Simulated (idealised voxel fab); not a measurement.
process module | voxel transistor to metal
cross-section cut | 140 nm wide | cells 5 nm
A cross-section is a grid of square cells, given in bands from the top down. A band is one or more rows of cells.
Each band's line starts with the height of the band's top and of its bottom, in nm. Then come its materials from left to right, each with its width in nm. One material with "throughout" fills the band from edge to edge. "air" is empty space.
Height 0 is the level under which the wafer as received is all one material. The lowest band goes on downwards, as in "0 down".
A width such as "30 to 40" changes by the same amount from each row of cells to the next, from the band's top row to its bottom row.
"no change" after a step means that no cell of the cross-section changed.
closed voids: empty space of 8 cells or more with no open way to the top, each as width x height at its distance from the left edge, in nm
after a step's settings: what the simulator itself notes on the step
overlay nm, on a step with a mask: how far to the right of its planned place the mask lay; to the left if negative
plan
1 op RECEIVE | material Si
2 op OXIDIZE | depth nm 5
3 op CONFORMAL_DEP | material SiN | thk nm 10
4 op MASKED_ETCH | tone cover | mask id ACTIVE | width nm 105 | etch materials SiN | depth nm 10 | overlay nm 0
5 op MASKED_ETCH | tone cover | mask id ACTIVE | width nm 105 | etch materials SiO2 | depth nm 5 | overlay nm 0
6 op MASKED_ETCH | tone cover | mask id ACTIVE | width nm 105 | etch materials Si | depth nm 30 | overlay nm 0
7 op OXIDIZE | depth nm 5
8 op FILL_DEP | material SiO2 | thk nm 15
9 op CMP | height nm 10
10 op SELECTIVE_ETCH | etch materials SiO2 | depth nm 5
11 op STRIP | etch materials SiN
12 op SELECTIVE_ETCH | etch materials SiO2 | depth nm 5
13 op OXIDIZE | depth nm 5
14 op DIRECTIONAL_DEP | material polySi | thk nm 20
15 op DIRECTIONAL_DEP | material SiCN | thk nm 15
16 op DIRECTIONAL_DEP | material aC | thk nm 10
17 op PATTERN | tone cover | mask id GATE | material resist | width nm 25 | thk nm 25 | overlay nm 0
18 op DIRECTIONAL_ETCH | etch materials aC | depth nm 10
19 op STRIP | etch materials resist
20 op DIRECTIONAL_ETCH | etch materials SiCN | depth nm 25
21 op DIRECTIONAL_ETCH | etch materials polySi | depth nm 30
22 op STRIP | etch materials aC
23 op CONFORMAL_DEP | material SiN | thk nm 5
24 op DIRECTIONAL_ETCH | etch materials SiN | depth nm 5
25 op DIRECTIONAL_ETCH | etch materials SiO2 | depth nm 5
26 op DIRECTIONAL_ETCH | etch materials Si | depth nm 5
27 op EPI | material pSi | thk nm 10
28 op FILL_DEP | material SiO2 | thk nm 10
29 op CMP | height nm 15
30 op STRIP | etch materials polySi
31 op SELECTIVE_ETCH | etch materials SiO2 | depth nm 5
32 op CONFORMAL_DEP | material HfO2 | thk nm 5
33 op CONFORMAL_DEP | material TiN | thk nm 5
34 op FILL_DEP | material W | thk nm 5
35 op CMP | height nm 10
36 op DIRECTIONAL_DEP | material SiO2 | thk nm 10
37 op PATTERN | tone open | mask id CONTACT | material resist | width nm 15 | pitch nm 80 | thk nm 15 | overlay nm 0
38 op DIRECTIONAL_ETCH | etch materials SiO2 | depth nm 25
39 op STRIP | etch materials resist
40 op CONFORMAL_DEP | material TiN | thk nm 5
41 op FILL_DEP | material Ru | thk nm 10
42 op CMP | height nm 20
43 op CONFORMAL_DEP | material SiCN | thk nm 5
44 op DIRECTIONAL_DEP | material lowk | thk nm 20
45 op DIRECTIONAL_DEP | material aC | thk nm 15
46 op PATTERN | tone open | mask id METAL_1 | material resist | width nm 15 | pitch nm 80 | thk nm 30 | overlay nm 0
47 op DIRECTIONAL_ETCH | etch materials aC | depth nm 15
48 op STRIP | etch materials resist
49 op DIRECTIONAL_ETCH | etch materials lowk | depth nm 20
50 op DIRECTIONAL_ETCH | etch materials SiCN | depth nm 5
51 op STRIP | etch materials aC
52 op CONFORMAL_DEP | material TiN | thk nm 5
53 op FILL_DEP | material Cu | thk nm 5
54 op CMP | height nm 45
55 op CONFORMAL_DEP | material SiCN | thk nm 5
56 op DIRECTIONAL_DEP | material lowk | thk nm 35
57 op PATTERN | tone open | mask id METAL_2 | material resist | width nm 15 | pitch nm 80 | thk nm 15 | overlay nm 0
58 op DIRECTIONAL_ETCH | etch materials lowk | depth nm 20
59 op STRIP | etch materials resist
60 op MASKED_ETCH | tone open | mask id METAL_2_HOLES | width nm 15 | pitch nm 80 | etch materials lowk | depth nm 15 | overlay nm 0
61 op MASKED_ETCH | tone open | mask id METAL_2_HOLES | width nm 15 | pitch nm 80 | etch materials SiCN | depth nm 5 | overlay nm 0
62 op CONFORMAL_DEP | material TiN | thk nm 5
63 op FILL_DEP | material Ru | thk nm 10
64 op CMP | height nm 85
65 op CONFORMAL_DEP | material SiCN | thk nm 5
varied across the wafers: width nm of step 46. The plan shows the first wafer's value. All wafers start alike
first wafer as received, after step 1
  0 down: Si throughout
  closed voids: none
first wafer at the end, after step 65
  90 to 85: SiCN throughout
  85 to 50: lowk 20 | TiN 5 | Ru 5 | TiN 5 | lowk 65 | TiN 5 | Ru 5 | TiN 5 | lowk 25
  50 to 45: SiCN 20 | TiN 15 | SiCN 65 | TiN 15 | SiCN 25
  45 to 25: lowk 20 | TiN 5 | Cu 5 | TiN 5 | lowk 65 | TiN 5 | Cu 5 | TiN 5 | lowk 25
  25 to 20: SiCN 20 | TiN 15 | SiCN 65 | TiN 15 | SiCN 25
  20 to 10: SiO2 20 | TiN 5 | Ru 5 | TiN 5 | SiO2 65 | TiN 5 | Ru 5 | TiN 5 | SiO2 25
  10 to 0: SiO2 20 | TiN 5 | Ru 5 | TiN 5 | SiO2 15 | SiN 5 | HfO2 5 | TiN 5 | W 5 | TiN 5 | HfO2 5 | SiN 5 | SiO2 15 | TiN 5 | Ru 5 | TiN 5 | SiO2 25
  0 to -5: SiO2 10 | SiN 5 | SiO2 5 | TiN 15 | SiO2 5 | pSi 10 | SiN 5 | HfO2 5 | TiN 15 | HfO2 5 | SiN 5 | pSi 10 | SiO2 5 | TiN 15 | SiO2 5 | SiN 5 | SiO2 15
  -5 to -10: SiO2 15 | pSi 35 | HfO2 35 | pSi 35 | SiO2 20
  -10 to -15: SiO2 20 | pSi 30 | Si 35 | pSi 30 | SiO2 25
  -15 to -40: SiO2 20 | Si 95 | SiO2 25
  -40 down: Si throughout
  closed voids: none
last wafer at the end
  90 to 85: SiCN throughout
  85 to 50: lowk 20 | TiN 5 | Ru 5 | TiN 5 | lowk 65 | TiN 5 | Ru 5 | TiN 5 | lowk 25
  50 to 45: SiCN 20 | TiN 15 | SiCN 65 | TiN 15 | SiCN 25
  45 to 25: lowk 15 | TiN 5 | Cu 20 | TiN 5 | lowk 50 | TiN 5 | Cu 20 | TiN 5 | lowk 15
  25 to 20: SiCN 15 | TiN 30 | SiCN 50 | TiN 30 | SiCN 15
  20 to 10: SiO2 20 | TiN 5 | Ru 5 | TiN 5 | SiO2 65 | TiN 5 | Ru 5 | TiN 5 | SiO2 25
  10 to 0: SiO2 20 | TiN 5 | Ru 5 | TiN 5 | SiO2 15 | SiN 5 | HfO2 5 | TiN 5 | W 5 | TiN 5 | HfO2 5 | SiN 5 | SiO2 15 | TiN 5 | Ru 5 | TiN 5 | SiO2 25
  0 to -5: SiO2 10 | SiN 5 | SiO2 5 | TiN 15 | SiO2 5 | pSi 10 | SiN 5 | HfO2 5 | TiN 15 | HfO2 5 | SiN 5 | pSi 10 | SiO2 5 | TiN 15 | SiO2 5 | SiN 5 | SiO2 15
  -5 to -10: SiO2 15 | pSi 35 | HfO2 35 | pSi 35 | SiO2 20
  -10 to -15: SiO2 20 | pSi 30 | Si 35 | pSi 30 | SiO2 25
  -15 to -40: SiO2 20 | Si 95 | SiO2 25
  -40 down: Si throughout
  closed voids: none
each wafer at the end: cells of each material gained (+) or lost (-) since it was received, then its closed voids
width nm 15 | +8 Cu | +13 HfO2 | +22 Ru | -122 Si | +72 SiCN | +8 SiN | +144 SiO2 | +85 TiN | +2 W | +242 lowk | +30 pSi | closed voids: none
width nm 20 | +16 Cu | +13 HfO2 | +22 Ru | -122 Si | +70 SiCN | +8 SiN | +144 SiO2 | +87 TiN | +2 W | +234 lowk | +30 pSi | closed voids: none
width nm 25 | +24 Cu | +13 HfO2 | +22 Ru | -122 Si | +68 SiCN | +8 SiN | +144 SiO2 | +89 TiN | +2 W | +226 lowk | +30 pSi | closed voids: none
width nm 30 | +32 Cu | +13 HfO2 | +22 Ru | -122 Si | +66 SiCN | +8 SiN | +144 SiO2 | +91 TiN | +2 W | +218 lowk | +30 pSi | closed voids: none
